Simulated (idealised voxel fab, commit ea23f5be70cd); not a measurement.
Process module under the name voxel ribs on slabs
cross-section cut | 150 nm wide | cells 5 nm
Cross-section layout: square cells on a grid; listed as bands, top to bottom; a band spans one or more cell rows. Band entry format. Leading values: height of top, height of bottom, nm. Remainder: materials in left-to-right order, each with its width in nm. Special words: "throughout" on a single material, which then fills the band edge to edge; "air", empty space. We count height from 0. Below that, the starting wafer is all one material. The lowest band never ends at the bottom but goes on down; see "0..down" for how that is written. A width given as "30..40" starts at the first number in the band's top row and ends at the second number in its bottom row, shifting by an equal amount at every step from row to row. "nothing altered" for a step: no cell of the cross-section changed in that step. "Closed void list" contains a list of empty spaces, each no smaller than 8 cells and without an open way to the top, written in the form width x height at distance with the distance from the left edge and all three in nm. Formally, on a step line, whatever follows the settings is a remark that the simulator itself makes on the step. The optional step-line setting "overlay nm" applies to steps with a mask and quantifies how far to the right of its planned location the mask lay, a negative value indicating leftward placement.
# Below is the list of planned process steps
1. RECEIVE [material Si]
2. DIRECTIONAL_DEP [material SiO2] [thk nm 25]
3. DIRECTIONAL_DEP [material polySi] [thk nm 15]
4. DIRECTIONAL_DEP [material aC] [thk nm 10]
5. PATTERN [tone cover] [mask id RIB] [material resist] [width nm 15] [thk nm 25] [overlay nm 0]
6. DIRECTIONAL_ETCH [etch materials aC] [depth nm 10]
7. STRIP [etch materials resist]
8. DIRECTIONAL_ETCH [etch materials polySi] [depth nm 10]
9. STRIP [etch materials aC]
10. DIRECTIONAL_DEP [material aC] [thk nm 15]
11. PATTERN [tone cover] [mask id SLAB] [material resist] [width nm 55] [thk nm 35] [overlay nm 0]
12. DIRECTIONAL_ETCH [etch materials aC] [depth nm 15]
13. STRIP [etch materials resist]
14. DIRECTIONAL_ETCH [etch materials polySi] [depth nm 5]
15. STRIP [etch materials aC]
16. FILL_DEP [material SiO2] [thk nm 15]
17. CMP [height nm 50]
18. DIRECTIONAL_DEP [material TiN] [thk nm 10]
19. DIRECTIONAL_DEP [material aC] [thk nm 15]
20. PATTERN [tone cover] [mask id HEATER] [material resist] [width nm 25] [thk nm 35] [overlay nm 0]
21. DIRECTIONAL_ETCH [etch materials aC] [depth nm 15]
22. STRIP [etch materials resist]
23. DIRECTIONAL_ETCH [etch materials TiN] [depth nm 10]
24. STRIP [etch materials aC]
25. CONFORMAL_DEP [material SiN] [thk nm 5]
# Cross-section of the wafer at receipt, which is the condition after step 1
- 0..down = Si throughout
- Closed void list: none
# First of two wafers, end-of-module section, run followed plan
- 65..60 = air 55 nm; SiN 35 nm; air 60 nm
- 60..55 = air 55 nm; SiN 5 nm; TiN 25 nm; SiN 5 nm; air 60 nm
- 55..50 = SiN 60 nm; TiN 25 nm; SiN 65 nm
- 50..40 = SiO2 throughout
- 40..30 = SiO2 65 nm; polySi 15 nm; SiO2 70 nm
- 30..25 = SiO2 45 nm; polySi 55 nm; SiO2 50 nm
- 25..0 = SiO2 throughout
- 0..down = Si throughout
- Closed void list: none
# Now the second wafer, cross-sectioned at the end of the module. Nothing different at the start, nothing different in the plan compared with the first, just one mistake when it was actually run
- 65..60 = air 55 nm; SiN 35 nm; air 60 nm
- 60..55 = air 55 nm; SiN 5 nm; TiN 25 nm; SiN 5 nm; air 60 nm
- 55..50 = SiN 60 nm; TiN 25 nm; SiN 65 nm
- 50..45 = SiO2 throughout
- 45..35 = SiO2 65 nm; polySi 15 nm; SiO2 70 nm
- 35..30 = SiO2 45 nm; polySi 55 nm; SiO2 50 nm
- 30..25 = polySi throughout
- 25..0 = SiO2 throughout
- 0..down = Si throughout
- Closed void list: none
The mistake made against the process plan was this: note that step 3 departed from the planned setting and was carried out as DIRECTIONAL_DEP [material polySi] [thk nm 20]
Looking at both finished wafers in cells, the second ends up ahead of or behind the first on some materials: SiO2: 30 fewer | polySi: 30 more
